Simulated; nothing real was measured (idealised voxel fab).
process module | voxel gate over fins
cross-section cut | 170 nm wide | cells 5 nm
A cross-section is a grid of square cells, given in bands from the top down. A band is one or more rows of cells.
Each band's line starts with the height of the band's top and of its bottom, in nm. Then come its materials from left to right, each with its width in nm. One material with "throughout" fills the band from edge to edge. "air" is empty space.
Height 0 is the level under which the wafer as received is all one material. The lowest band goes on downwards, as in "0 down".
A width such as "30 to 40" changes by the same amount from each row of cells to the next, from the band's top row to its bottom row.
"no change" after a step means that no cell of the cross-section changed.
closed voids: empty space of 8 cells or more with no open way to the top, each as width x height at its distance from the left edge, in nm
after a step's settings: what the simulator itself notes on the step
overlay nm, on a step with a mask: how far to the right of its planned place the mask lay; to the left if negative
plan
1 op RECEIVE | material Si
2 op CONFORMAL_DEP | material SiN | thk nm 5
3 op DIRECTIONAL_DEP | material aC | thk nm 15
4 op PATTERN | tone cover | mask id FINS | material resist | width nm 15 | pitch nm 45 | thk nm 35 | overlay nm 0
5 op DIRECTIONAL_ETCH | etch materials aC | depth nm 15
6 op STRIP | etch materials resist
7 op DIRECTIONAL_ETCH | etch materials SiN | depth nm 5
8 op DIRECTIONAL_ETCH | etch materials Si | depth nm 40
9 op STRIP | etch materials aC
10 op OXIDIZE | depth nm 5
11 op FILL_DEP | material SiO2 | thk nm 5
12 op CMP | height nm 5
13 op SELECTIVE_ETCH | etch materials SiO2 | depth nm 15
14 op STRIP | etch materials SiN
15 op CONFORMAL_DEP | material HfO2 | thk nm 5
16 op CONFORMAL_DEP | material TiN | thk nm 5
17 op FILL_DEP | material W | thk nm 15
18 op CMP | height nm 20
19 op CONFORMAL_DEP | material SiCN | thk nm 10
as received, after step 1
  0 down: Si throughout
  closed voids: none
first wafer at the end, as planned
  30 to 20: SiCN throughout
  20 to 10: W throughout
  10 to 5: W 25 | TiN 25 | W 20 | TiN 25 | W 20 | TiN 25 | W 30
  5 to 0: W 25 | TiN 5 | HfO2 15 | TiN 5 | W 20 | TiN 5 | HfO2 15 | TiN 5 | W 20 | TiN 5 | HfO2 15 | TiN 5 | W 30
  0 to -5: TiN 30 | HfO2 5 | Si 5 | HfO2 5 | TiN 30 | HfO2 5 | Si 5 | HfO2 5 | TiN 30 | HfO2 5 | Si 5 | HfO2 5 | TiN 35
  -5 to -10: HfO2 35 | Si 5 | HfO2 40 | Si 5 | HfO2 40 | Si 5 | HfO2 40
  -10 to -45: SiO2 35 | Si 5 | SiO2 40 | Si 5 | SiO2 40 | Si 5 | SiO2 40
  -45 down: Si throughout
  closed voids: none
second wafer at the end: like start, like plan, one mistake
  30 to 20: SiCN throughout
  20 to 10: W throughout
  10 to 5: W 25 | HfO2 25 | W 20 | HfO2 25 | W 20 | HfO2 25 | W 30
  5 to 0: W 25 | HfO2 5 | TiN 15 | HfO2 5 | W 20 | HfO2 5 | TiN 15 | HfO2 5 | W 20 | HfO2 5 | TiN 15 | HfO2 5 | W 30
  0 to -5: HfO2 30 | TiN 5 | Si 5 | TiN 5 | HfO2 30 | TiN 5 | Si 5 | TiN 5 | HfO2 30 | TiN 5 | Si 5 | TiN 5 | HfO2 35
  -5 to -10: TiN 35 | Si 5 | TiN 40 | Si 5 | TiN 40 | Si 5 | TiN 40
  -10 to -45: SiO2 35 | Si 5 | SiO2 40 | Si 5 | SiO2 40 | Si 5 | SiO2 40
  -45 down: Si throughout
  closed voids: none
what went wrong: steps 15 and 16 were swapped
at the end the second wafer has, in cells: as many of each material as the first, in other places
